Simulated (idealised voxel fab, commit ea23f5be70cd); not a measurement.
Process module heading - voxel self aligned vias
For reference, the cross-section in this document is cut, with width 170 nm and square cells of 5 nm.
Format of a cross-section: grid, square cells. Given as bands. Order: top down. Band: one or more rows of cells. Look at the band entry: it leads with the top's height and the bottom's height in nm. Then it lists the materials left to right, with a width in nm for each. The word "all across" on a single material says that material fills the band edge to edge. The word "blank" is empty space. Height is counted from the level 0, under which the received wafer is composed throughout of one material. The lowest of the bands is not closed at the bottom but continues downward, in the notation "top 0, no bottom". So if you see something like "30..40" for the width, read it as the top row of the band sitting at the first number and the bottom row at the second, with every row in between moving by the same amount as the last. You'll sometimes find "no change occurred" written for a step, and that's the way of saying that nowhere in the cross-section did a cell change during that step. Heads up: "Encapsulated voids" only lists the empty pockets with no open path to the top that are 8 cells or more, and it writes them as width x height at distance, distance from the left edge, in nm. The remark found on a step's line after its settings is issued by the simulator itself and pertains to that step. overlay nm: step with mask; distance mask lay right of planned place; negative value = left of planned place.
### Process steps - plan
| 1 | RECEIVE (material Si) |
| 2 | CONFORMAL_DEP (material SiO2; thk nm 15) |
| 3 | CONFORMAL_DEP (material SiCN; thk nm 5) |
| 4 | DIRECTIONAL_DEP (material lowk; thk nm 20) |
| 5 | PATTERN (tone open; mask id LINES; material resist; width nm 20; pitch nm 55; thk nm 20; overlay nm 0) |
| 6 | DIRECTIONAL_ETCH (etch materials lowk; depth nm 20) |
| 7 | STRIP (etch materials resist) |
| 8 | CONFORMAL_DEP (material TiN; thk nm 5) |
| 9 | FILL_DEP (material Ru; thk nm 5) |
| 10 | CMP (height nm 40) |
| 11 | SELECTIVE_ETCH (etch materials W Ru TiN; depth nm 10) |
| 12 | FILL_DEP (material SiN; thk nm 10) |
| 13 | CMP (height nm 40) |
| 14 | DIRECTIONAL_DEP (material lowk; thk nm 20) |
| 15 | MASKED_ETCH (tone open; mask id VIAS; width nm 30; pitch nm 110; etch materials lowk; depth nm 20; overlay nm 0) |
| 16 | MASKED_ETCH (tone open; mask id VIAS; width nm 30; pitch nm 110; etch materials SiN; depth nm 10; overlay nm 0) |
| 17 | CONFORMAL_DEP (material TiN; thk nm 5) |
| 18 | FILL_DEP (material Ru; thk nm 10) |
| 19 | CMP (height nm 60) |
| 20 | CONFORMAL_DEP (material SiN; thk nm 5) |
### Cross-section of the incoming wafer, state after step 1
    top 0, no bottom | Si all across
    Encapsulated voids: none
### Here's the cross-section of the first of our two wafers at the end of the module - it ran as planned
    top 65, bottom 60 | SiN all across
    top 60, bottom 45 | lowk 15 nm / TiN 5 nm / Ru 20 nm / TiN 5 nm / lowk 80 nm / TiN 5 nm / Ru 20 nm / TiN 5 nm / lowk 15 nm
    top 45, bottom 40 | lowk 15 nm / TiN 10 nm / Ru 10 nm / TiN 10 nm / lowk 80 nm / TiN 10 nm / Ru 10 nm / TiN 10 nm / lowk 15 nm
    top 40, bottom 35 | lowk 20 nm / TiN 5 nm / Ru 10 nm / TiN 5 nm / lowk 35 nm / SiN 20 nm / lowk 35 nm / TiN 5 nm / Ru 10 nm / TiN 5 nm / lowk 20 nm
    top 35, bottom 30 | lowk 20 nm / TiN 20 nm / lowk 35 nm / SiN 20 nm / lowk 35 nm / TiN 20 nm / lowk 20 nm
    top 30, bottom 25 | lowk 20 nm / TiN 5 nm / Ru 10 nm / TiN 5 nm / lowk 35 nm / TiN 5 nm / Ru 10 nm / TiN 5 nm / lowk 35 nm / TiN 5 nm / Ru 10 nm / TiN 5 nm / lowk 20 nm
    top 25, bottom 20 | lowk 20 nm / TiN 20 nm / lowk 35 nm / TiN 20 nm / lowk 35 nm / TiN 20 nm / lowk 20 nm
    top 20, bottom 15 | SiCN all across
    top 15, bottom 0 | SiO2 all across
    top 0, no bottom | Si all across
    Encapsulated voids: none
### second wafer at the end: like start, like plan, one mistake
    top 65, bottom 60 | SiN all across
    top 60, bottom 45 | lowk 15 nm / TiN 5 nm / Ru 20 nm / TiN 5 nm / lowk 80 nm / TiN 5 nm / Ru 20 nm / TiN 5 nm / lowk 15 nm
    top 45, bottom 40 | lowk 15 nm / TiN 10 nm / Ru 10 nm / TiN 10 nm / lowk 80 nm / TiN 10 nm / Ru 10 nm / TiN 10 nm / lowk 15 nm
    top 40, bottom 35 | lowk 20 nm / TiN 5 nm / Ru 10 nm / TiN 5 nm / lowk 35 nm / SiN 20 nm / lowk 35 nm / TiN 5 nm / Ru 10 nm / TiN 5 nm / lowk 20 nm
    top 35, bottom 30 | lowk 20 nm / TiN 20 nm / lowk 35 nm / SiN 20 nm / lowk 35 nm / TiN 20 nm / lowk 20 nm
    top 30, bottom 25 | lowk 20 nm / TiN 5 nm / Ru 10 nm / TiN 5 nm / lowk 35 nm / TiN 5 nm / Ru 10 nm / TiN 5 nm / lowk 35 nm / TiN 5 nm / Ru 10 nm / TiN 5 nm / lowk 20 nm
    top 25, bottom 20 | lowk 20 nm / TiN 20 nm / lowk 35 nm / TiN 20 nm / lowk 35 nm / TiN 20 nm / lowk 20 nm
    top 20, bottom 15 | SiCN all across
    top 15, bottom 0 | TiN all across
    top 0, no bottom | Si all across
    Encapsulated voids: none
Misprocessing identified: note that step 2 departed from the planned setting and was carried out as CONFORMAL_DEP (material TiN; thk nm 15)
Final comparison by cell count, materials where the second wafer has more or fewer than the first: SiO2: 102 fewer | TiN: 102 more
